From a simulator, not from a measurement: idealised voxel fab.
process module | voxel self aligned contacts
cross-section cut | 160 nm wide | cells 5 nm
A cross-section is a grid of square cells, given in bands from the top down. A band is one or more rows of cells.
Each band's line starts with the height of the band's top and of its bottom, in nm. Then come its materials from left to right, each with its width in nm. One material with "throughout" fills the band from edge to edge. "air" is empty space.
Height 0 is the level under which the wafer as received is all one material. The lowest band goes on downwards, as in "0 down".
A width such as "30 to 40" changes by the same amount from each row of cells to the next, from the band's top row to its bottom row.
"no change" after a step means that no cell of the cross-section changed.
closed voids: empty space of 8 cells or more with no open way to the top, each as width x height at its distance from the left edge, in nm
after a step's settings: what the simulator itself notes on the step
overlay nm, on a step with a mask: how far to the right of its planned place the mask lay; to the left if negative
plan
1 op RECEIVE | material Si
2 op CONFORMAL_DEP | material SiO2 | thk nm 5
3 op DIRECTIONAL_DEP | material polySi | thk nm 20
4 op DIRECTIONAL_DEP | material SiN | thk nm 20
5 op MASKED_ETCH | tone cover | mask id GATE | width nm 30 | pitch nm 75 | etch materials SiN | depth nm 20 | overlay nm 0
6 op MASKED_ETCH | tone cover | mask id GATE | width nm 30 | pitch nm 75 | etch materials polySi | depth nm 20 | overlay nm 0
7 op CONFORMAL_DEP | material SiN | thk nm 10
8 op DIRECTIONAL_ETCH | etch materials SiN | depth nm 10
9 op FILL_DEP | material SiO2 | thk nm 15
10 op CMP | height nm 50
11 op PATTERN | tone open | mask id CONTACT | material resist | width nm 55 | thk nm 20 | overlay nm 0
12 op DIRECTIONAL_ETCH | etch materials SiO2 | depth nm 50
13 op STRIP | etch materials resist
14 op CONFORMAL_DEP | material TiN | thk nm 5
15 op FILL_DEP | material W | thk nm 10
16 op CMP | height nm 50
17 op CONFORMAL_DEP | material SiN | thk nm 5
first wafer, as planned
as received, after step 1
  0 down: Si throughout
  closed voids: none
after step 2
  5 to 0: SiO2 throughout
  below 0: unchanged
after step 3
  25 to 5: polySi throughout
  below 5: unchanged
after step 4
  45 to 25: SiN throughout
  below 25: unchanged
after step 5
  45 to 25: air 25 | SiN 30 | air 45 | SiN 30 | air 30
  below 25: unchanged
after step 6
  45 to 25: air 25 | SiN 30 | air 45 | SiN 30 | air 30
  25 to 5: air 25 | polySi 30 | air 45 | polySi 30 | air 30
  below 5: unchanged
after step 7
  55 to 25: air 15 | SiN 50 | air 25 | SiN 50 | air 20
  25 to 15: air 15 | SiN 10 | polySi 30 | SiN 10 | air 25 | SiN 10 | polySi 30 | SiN 10 | air 20
  15 to 5: SiN 25 | polySi 30 | SiN 45 | polySi 30 | SiN 30
  below 5: unchanged
after step 8
  45 to 25: air 15 | SiN 50 | air 25 | SiN 50 | air 20
  25 to 5: air 15 | SiN 10 | polySi 30 | SiN 10 | air 25 | SiN 10 | polySi 30 | SiN 10 | air 20
  below 5: unchanged
after step 9
  60 to 45: SiO2 throughout
  45 to 25: SiO2 15 | SiN 50 | SiO2 25 | SiN 50 | SiO2 20
  25 to 5: SiO2 15 | SiN 10 | polySi 30 | SiN 10 | SiO2 25 | SiN 10 | polySi 30 | SiN 10 | SiO2 20
  below 5: unchanged
after step 10
  50 to 45: SiO2 throughout
  below 45: unchanged
after step 11
  70 to 50: resist 50 | air 55 | resist 55
  below 50: unchanged
after step 12
  70 to 50: resist 50 | air 55 | resist 55
  50 to 45: SiO2 50 | air 55 | SiO2 55
  45 to 25: SiO2 15 | SiN 50 | air 25 | SiN 50 | SiO2 20
  25 to 5: SiO2 15 | SiN 10 | polySi 30 | SiN 10 | air 25 | SiN 10 | polySi 30 | SiN 10 | SiO2 20
  5 to 0: SiO2 65 | air 25 | SiO2 70
  below 0: unchanged
after step 13
  50 to 45: SiO2 50 | air 55 | SiO2 55
  below 45: unchanged
after step 14
  55 to 50: TiN 55 | air 45 | TiN 60
  50 to 45: SiO2 50 | TiN 20 | air 15 | TiN 20 | SiO2 55
  45 to 25: SiO2 15 | SiN 50 | TiN 5 | air 15 | TiN 5 | SiN 50 | SiO2 20
  25 to 5: SiO2 15 | SiN 10 | polySi 30 | SiN 10 | TiN 5 | air 15 | TiN 5 | SiN 10 | polySi 30 | SiN 10 | SiO2 20
  5 to 0: SiO2 65 | TiN 25 | SiO2 70
  below 0: unchanged
after step 15
  65 to 55: W throughout
  55 to 50: TiN 55 | W 45 | TiN 60
  50 to 45: SiO2 50 | TiN 20 | W 15 | TiN 20 | SiO2 55
  45 to 25: SiO2 15 | SiN 50 | TiN 5 | W 15 | TiN 5 | SiN 50 | SiO2 20
  25 to 5: SiO2 15 | SiN 10 | polySi 30 | SiN 10 | TiN 5 | W 15 | TiN 5 | SiN 10 | polySi 30 | SiN 10 | SiO2 20
  below 5: unchanged
after step 16
  50 to 45: SiO2 50 | TiN 20 | W 15 | TiN 20 | SiO2 55
  below 45: unchanged
after step 17
  55 to 50: SiN throughout
  below 50: unchanged
second wafer: like start, like plan, one mistake. Through step 2 it matches the first wafer
when step 3 should have ended
  25 to 5: SiN throughout
  below 5: unchanged
when step 4 should have ended
  45 to 25: polySi throughout
  below 25: unchanged
when step 5 should have ended: no change
when step 6 should have ended
  45 to 25: air 25 | polySi 30 | air 45 | polySi 30 | air 30
  below 25: unchanged
when step 7 should have ended
  55 to 45: air 15 | SiN 50 | air 25 | SiN 50 | air 20
  45 to 35: air 15 | SiN 10 | polySi 30 | SiN 10 | air 25 | SiN 10 | polySi 30 | SiN 10 | air 20
  35 to 25: SiN 25 | polySi 30 | SiN 45 | polySi 30 | SiN 30
  below 25: unchanged
when step 8 should have ended
  45 to 25: air 15 | SiN 10 | polySi 30 | SiN 10 | air 25 | SiN 10 | polySi 30 | SiN 10 | air 20
  below 25: unchanged
when step 9 should have ended
  60 to 45: SiO2 throughout
  45 to 25: SiO2 15 | SiN 10 | polySi 30 | SiN 10 | SiO2 25 | SiN 10 | polySi 30 | SiN 10 | SiO2 20
  below 25: unchanged
when step 10 should have ended
  50 to 45: SiO2 throughout
  below 45: unchanged
when step 11 should have ended
  70 to 50: resist 50 | air 55 | resist 55
  below 50: unchanged
when step 12 should have ended
  70 to 50: resist 50 | air 55 | resist 55
  50 to 45: SiO2 50 | air 55 | SiO2 55
  45 to 25: SiO2 15 | SiN 10 | polySi 30 | SiN 10 | air 25 | SiN 10 | polySi 30 | SiN 10 | SiO2 20
  below 25: unchanged
when step 13 should have ended
  50 to 45: SiO2 50 | air 55 | SiO2 55
  below 45: unchanged
when step 14 should have ended
  55 to 50: TiN 55 | air 45 | TiN 60
  50 to 45: SiO2 50 | TiN 20 | air 15 | TiN 20 | SiO2 55
  45 to 30: SiO2 15 | SiN 10 | polySi 30 | SiN 10 | TiN 5 | air 15 | TiN 5 | SiN 10 | polySi 30 | SiN 10 | SiO2 20
  30 to 25: SiO2 15 | SiN 10 | polySi 30 | SiN 10 | TiN 25 | SiN 10 | polySi 30 | SiN 10 | SiO2 20
  below 25: unchanged
when step 15 should have ended
  65 to 55: W throughout
  55 to 50: TiN 55 | W 45 | TiN 60
  50 to 45: SiO2 50 | TiN 20 | W 15 | TiN 20 | SiO2 55
  45 to 30: SiO2 15 | SiN 10 | polySi 30 | SiN 10 | TiN 5 | W 15 | TiN 5 | SiN 10 | polySi 30 | SiN 10 | SiO2 20
  below 30: unchanged
when step 16 should have ended
  50 to 45: SiO2 50 | TiN 20 | W 15 | TiN 20 | SiO2 55
  below 45: unchanged
when step 17 should have ended
  55 to 50: SiN throughout
  below 50: unchanged
what went wrong: steps 3 and 4 were swapped
at the end the second wafer has, in cells: 48 more of SiN | 23 fewer of SiO2 | 10 fewer of TiN | 15 fewer of W
